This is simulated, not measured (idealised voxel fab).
voxel transistor to metal: a process module
Cross-section cut: width 195 nm, square cells of 5 nm.
Format of a cross-section: grid, square cells. Given as bands. Order: top down. Band: one or more rows of cells. Heads up on the band format: heights come first, top then bottom, in nm. After that it's the materials left to right, each with its width in nm. A single material flagged "all across" fills the whole band edge to edge, and "air" means there's empty space there. Height 0 is the level under which the wafer as received is all one material. The lowest band goes on downwards, as in "0 nm and below". Width: "30->40" (first number = top row, second number = bottom row, same change from row to row of cells). "nothing got changed" (step): cross-section cells unchanged, all of them. For the entry "Closed-off voids", the listed items are empty spaces with no open way to the top whose size is 8 cells or more; each item follows the pattern width x height at distance, where distance is from the left edge and all three are in nm. Text after the settings on a step's line: the simulator's own remark on that step. A step line may carry the setting "overlay nm", which, for steps involving a mask, states the distance by which the mask lay to the right of its intended position; negative values denote displacement to the left.

Planned step list for the process:
1 RECEIVE, material Si
2 OXIDIZE, depth nm 5
3 CONFORMAL_DEP, material SiN, thk nm 10
4 DIRECTIONAL_DEP, material aC, thk nm 10
5 PATTERN, tone cover, mask id ACTIVE, material resist, width nm 115, thk nm 30, overlay nm 0
6 DIRECTIONAL_ETCH, etch materials aC, depth nm 10
7 STRIP, etch materials resist
8 DIRECTIONAL_ETCH, etch materials SiN, depth nm 10
9 DIRECTIONAL_ETCH, etch materials SiO2, depth nm 5
10 DIRECTIONAL_ETCH, etch materials Si, depth nm 20
11 STRIP, etch materials aC
12 OXIDIZE, depth nm 5
13 FILL_DEP, material SiO2, thk nm 5
14 CMP, height nm 10
15 SELECTIVE_ETCH, etch materials SiO2, depth nm 10
16 STRIP, etch materials SiN
17 SELECTIVE_ETCH, etch materials SiO2, depth nm 5
18 OXIDIZE, depth nm 5
19 DIRECTIONAL_DEP, material polySi, thk nm 30
20 DIRECTIONAL_DEP, material SiCN, thk nm 15
21 PATTERN, tone cover, mask id GATE, material resist, width nm 25, thk nm 20, overlay nm 0
22 DIRECTIONAL_ETCH, etch materials SiCN, depth nm 25
23 DIRECTIONAL_ETCH, etch materials polySi, depth nm 40
24 STRIP, etch materials resist
25 CONFORMAL_DEP, material SiO2, thk nm 5
26 DIRECTIONAL_ETCH, etch materials SiO2, depth nm 5
27 CONFORMAL_DEP, material SiN, thk nm 5
28 DIRECTIONAL_ETCH, etch materials SiN, depth nm 5
29 DIRECTIONAL_ETCH, etch materials SiO2, depth nm 5
30 DIRECTIONAL_ETCH, etch materials Si, depth nm 10
31 EPI, material nSi, thk nm 10
32 FILL_DEP, material SiO2, thk nm 10
33 CMP, height nm 25
34 STRIP, etch materials polySi
35 SELECTIVE_ETCH, etch materials SiO2, depth nm 5
36 CONFORMAL_DEP, material HfO2, thk nm 5
37 CONFORMAL_DEP, material TiN, thk nm 5
38 FILL_DEP, material W, thk nm 10
39 CMP, height nm 20
40 DIRECTIONAL_DEP, material SiO2, thk nm 10
41 MASKED_ETCH, tone open, mask id CONTACT, width nm 20, pitch nm 85, etch materials SiO2, depth nm 40, overlay nm 0
42 CONFORMAL_DEP, material TiN, thk nm 5
43 FILL_DEP, material W, thk nm 5
44 CMP, height nm 30
45 CONFORMAL_DEP, material SiN, thk nm 5
46 DIRECTIONAL_DEP, material SiO2, thk nm 20
47 MASKED_ETCH, tone open, mask id METAL_1, width nm 20, pitch nm 85, etch materials SiO2, depth nm 20, overlay nm 0
48 MASKED_ETCH, tone open, mask id METAL_1, width nm 20, pitch nm 85, etch materials SiN, depth nm 5, overlay nm 0
49 CONFORMAL_DEP, material TiN, thk nm 5
50 FILL_DEP, material W, thk nm 10
51 CMP, height nm 55
52 EPI, material Ru, thk nm 5
53 FILL_DEP, material SiCN, thk nm 5
54 DIRECTIONAL_DEP, material lowk, thk nm 30
55 DIRECTIONAL_DEP, material aC, thk nm 15
56 PATTERN, tone open, mask id METAL_2_HOLES, material resist, width nm 15, pitch nm 85, thk nm 30, overlay nm 0
57 DIRECTIONAL_ETCH, etch materials aC, depth nm 15
58 STRIP, etch materials resist
59 DIRECTIONAL_ETCH, etch materials lowk, depth nm 30
60 STRIP, etch materials aC
61 MASKED_ETCH, tone open, mask id METAL_2, width nm 20, pitch nm 85, etch materials lowk, depth nm 20, overlay nm 0
62 MASKED_ETCH, tone open, mask id METAL_2, width nm 20, pitch nm 85, etch materials SiCN, depth nm 5, overlay nm 0
63 CONFORMAL_DEP, material TiN, thk nm 5
64 FILL_DEP, material Cu, thk nm 10
65 CMP, height nm 95
66 CONFORMAL_DEP, material SiN, thk nm 5

Incoming wafer, cross-sectional view, post step 1:
  0 nm and below: Si all across
  Closed-off voids: none

The module was run from the start shown above using the plan shown above, but one mistake was made doing it; the resulting wafer cross-section is below:
  100 nm to 95 nm: SiN all across
  95 nm to 80 nm: lowk 45 | TiN 5 | Cu 10 | TiN 5 | lowk 65 | TiN 5 | Cu 10 | TiN 5 | lowk 45
  80 nm to 75 nm: lowk 45 | TiN 5 | Cu 5 | TiN 10 | lowk 65 | TiN 5 | Cu 5 | TiN 10 | lowk 45
  75 nm to 65 nm: lowk 45 | TiN 5 | Cu 5 | TiN 5 | lowk 70 | TiN 5 | Cu 5 | TiN 5 | lowk 50
  65 nm to 60 nm: SiCN 45 | TiN 15 | SiCN 70 | TiN 15 | SiCN 50
  60 nm to 55 nm: SiCN 40 | Ru 30 | SiCN 55 | Ru 30 | SiCN 40
  55 nm to 35 nm: SiO2 45 | TiN 5 | W 10 | TiN 5 | SiO2 65 | TiN 5 | W 10 | TiN 5 | SiO2 45
  35 nm to 30 nm: SiN 45 | TiN 20 | SiN 65 | TiN 20 | SiN 45
  30 nm to 20 nm: SiO2 45 | TiN 5 | W 10 | TiN 5 | SiO2 65 | TiN 5 | W 10 | TiN 5 | SiO2 45
  20 nm to 0 nm: SiO2 45 | TiN 5 | W 10 | TiN 5 | SiO2 10 | SiN 5 | HfO2 5 | TiN 5 | W 15 | TiN 5 | HfO2 5 | SiN 5 | SiO2 10 | TiN 5 | W 10 | TiN 5 | SiO2 45
  0 nm to -5 nm: SiO2 45 | TiN 5 | W 10 | TiN 5 | SiO2 10 | SiN 5 | HfO2 5 | TiN 25 | HfO2 5 | SiN 5 | SiO2 10 | TiN 5 | W 10 | TiN 5 | SiO2 45
  -5 nm to -10 nm: SiO2 45 | TiN 20 | SiO2 15 | HfO2 35 | SiO2 15 | TiN 20 | SiO2 45
  -10 nm to -20 nm: nSi 35 | SiO2 125 | nSi 35
  -20 nm to -30 nm: Si 35 | SiO2 125 | Si 35
  -30 nm and below: Si all across
  Closed-off voids: none
Deviation noted in wafer processing: contrary to plan, step 5 was performed as PATTERN, tone open, mask id ACTIVE, material resist, width nm 115, thk nm 30, overlay nm 0
